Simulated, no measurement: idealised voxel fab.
The name of this process module is voxel tone inversion.
Cross-sectional view cut (width: 255 nm; square cell size: 5 nm).
Cross-section = grid of square cells, listed top down in bands; band = one or more rows.
Read a band's entry like this: the first values are the height of its top and the height of its bottom in nm, and what follows is the sequence of materials from left to right, each with its width in nm. Note that "empty" is empty space, and that a single material marked "everywhere" reaches across the band from edge to edge.
Heights are reckoned from 0. Under this level, the received wafer is all of one material. The bottommost band is open-ended downward, for example "0 down".
Width: "30 to 40" (first number = top row, second number = bottom row, same change from row to row of cells).
Basically "nothing got changed" means that step didn't change any cell in the cross-section.
What "Closed cavities" gives you is every empty space of 8 cells or more that is cut off from the top. Each appears as width x height at distance, with the distance taken from the left edge and width, height and distance all in nm.
Formally, on a step line, whatever follows the settings is a remark that the simulator itself makes on the step.
A step's line can hold "overlay nm"; with a mask on that step, the setting says how far right of the planned place the mask lay, while a negative setting says it lay to the left.
**The process steps that were planned are listed below**
step 1: RECEIVE with material Si
step 2: CONFORMAL_DEP with material SiCN, thk nm 5
step 3: DIRECTIONAL_DEP with material polySi, thk nm 15
step 4: PATTERN with tone cover, mask id POSTS, material resist, width nm 25, pitch nm 45, thk nm 20, overlay nm 0
step 5: DIRECTIONAL_ETCH with etch materials polySi, depth nm 15
step 6: STRIP with etch materials resist
step 7: FILL_DEP with material lowk, thk nm 5
step 8: CMP with height nm 20
step 9: STRIP with etch materials polySi
step 10: CONFORMAL_DEP with material TiN, thk nm 5
step 11: FILL_DEP with material Ru, thk nm 10
step 12: CMP with height nm 20
step 13: CONFORMAL_DEP with material SiCN, thk nm 5
**Cross-section of the wafer as it came to us, i.e., already through step 1**
  0 down  Si everywhere
  Closed cavities: none
**First wafer of two, sectioned at end of module; run went per plan**
  25 to 20  SiCN everywhere
  20 to 10  lowk: 90 / TiN: 5 / Ru: 15 / TiN: 5 / lowk: 20 / TiN: 5 / Ru: 15 / TiN: 5 / lowk: 95
  10 to 5  lowk: 90 / TiN: 25 / lowk: 20 / TiN: 25 / lowk: 95
  5 to 0  SiCN everywhere
  0 down  Si everywhere
  Closed cavities: none
**Here is the second of the two wafers cut open at the end of the module - same start, same plan as the first one, but we made one mistake running it**
  25 to 20  Ru everywhere
  20 to 10  lowk: 90 / TiN: 5 / Ru: 15 / TiN: 5 / lowk: 20 / TiN: 5 / Ru: 15 / TiN: 5 / lowk: 95
  10 to 5  lowk: 90 / TiN: 25 / lowk: 20 / TiN: 25 / lowk: 95
  5 to 0  SiCN everywhere
  0 down  Si everywhere
  Closed cavities: none
Processing error: off-plan run, step 13, actual operation and settings CONFORMAL_DEP with material Ru, thk nm 5
Final cells, second wafer relative to first, materials higher or lower: 51 more of Ru, 51 fewer of SiCN
